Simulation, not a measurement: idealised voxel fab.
Proc. module: voxel ribs on slabs
Shown is cross-section cut, with a width of 280 nm and square cells of size 5 nm.
For the purposes of this document, a cross-section shall be understood as a grid of square cells, specified as bands listed in top-to-bottom order, each band consisting of one or more rows of cells. A band entry consists of two parts. The first gives the height of the band's top and the height of its bottom, in nm. The rest lists the band's materials from left to right, each with its width in nm. A single material labelled with the word "all across" fills the band from edge to edge, and the word "blank" marks empty space. Heights from 0 (as-received wafer is one material below). Bottom band endless downward, as "0 nm and below". Per-row width for "30->40": begins at first number (top row of band), ends at second number (bottom row), increment between rows held constant. No cell of the cross-section changed in a step that is given as "no alterations made". You'll see "Unvented internal voids" listing empty spaces that have no way open to the top, as long as they're 8 cells or more; the notation is width x height at distance, where the distance is from the left edge, and all of it is in nm. Where a step's line continues beyond its settings, the continuation is a remark by the simulator itself on that step. When a step includes a mask, the "overlay nm" setting on its line states how far to the right of its planned place that mask lay, and negative values state how far to the left.

[The steps planned for the process are as follows]
step 1: RECEIVE,material Si
step 2: DIRECTIONAL_DEP,material SiO2,thk nm 20
step 3: DIRECTIONAL_DEP,material SiN,thk nm 15
step 4: PATTERN,tone cover,mask id RIB,material resist,width nm 15,thk nm 15,overlay nm 0
step 5: DIRECTIONAL_ETCH,etch materials SiN,depth nm 5
step 6: STRIP,etch materials resist
step 7: DIRECTIONAL_DEP,material aC,thk nm 10
step 8: PATTERN,tone cover,mask id SLAB,material resist,width nm 65,thk nm 25,overlay nm 0
step 9: DIRECTIONAL_ETCH,etch materials aC,depth nm 10
step 10: STRIP,etch materials resist
step 11: DIRECTIONAL_ETCH,etch materials SiN,depth nm 10
step 12: STRIP,etch materials aC
step 13: FILL_DEP,material SiO2,thk nm 15
step 14: CMP,height nm 45
step 15: DIRECTIONAL_DEP,material W,thk nm 5
step 16: PATTERN,tone cover,mask id HEATER,material resist,width nm 25,thk nm 20,overlay nm 0
step 17: DIRECTIONAL_ETCH,etch materials W,depth nm 5
step 18: STRIP,etch materials resist
step 19: CONFORMAL_DEP,material SiO2,thk nm 5

[Cross-section of the wafer as it came to us, i.e., already through step 1]
> 0 nm and below = Si all across
> Unvented internal voids: none

[Figure: cross-sectional view of the wafer upon completion of the module, processed from the initial state and according to the plan depicted above, with one error introduced during execution]
> 55 nm to 50 nm = blank (120), SiO2 (35), blank (125)
> 50 nm to 45 nm = SiO2 (125), W (25), SiO2 (130)
> 45 nm to 30 nm = SiO2 all across
> 30 nm to 25 nm = SiO2 (105), SiN (25), SiO2 (15), SiN (25), SiO2 (110)
> 25 nm to 20 nm = SiO2 (105), SiN (65), SiO2 (110)
> 20 nm to 0 nm = SiO2 all across
> 0 nm and below = Si all across
> Unvented internal voids: none
What was the processing mistake? sequence error: steps 6 and 7 interchanged
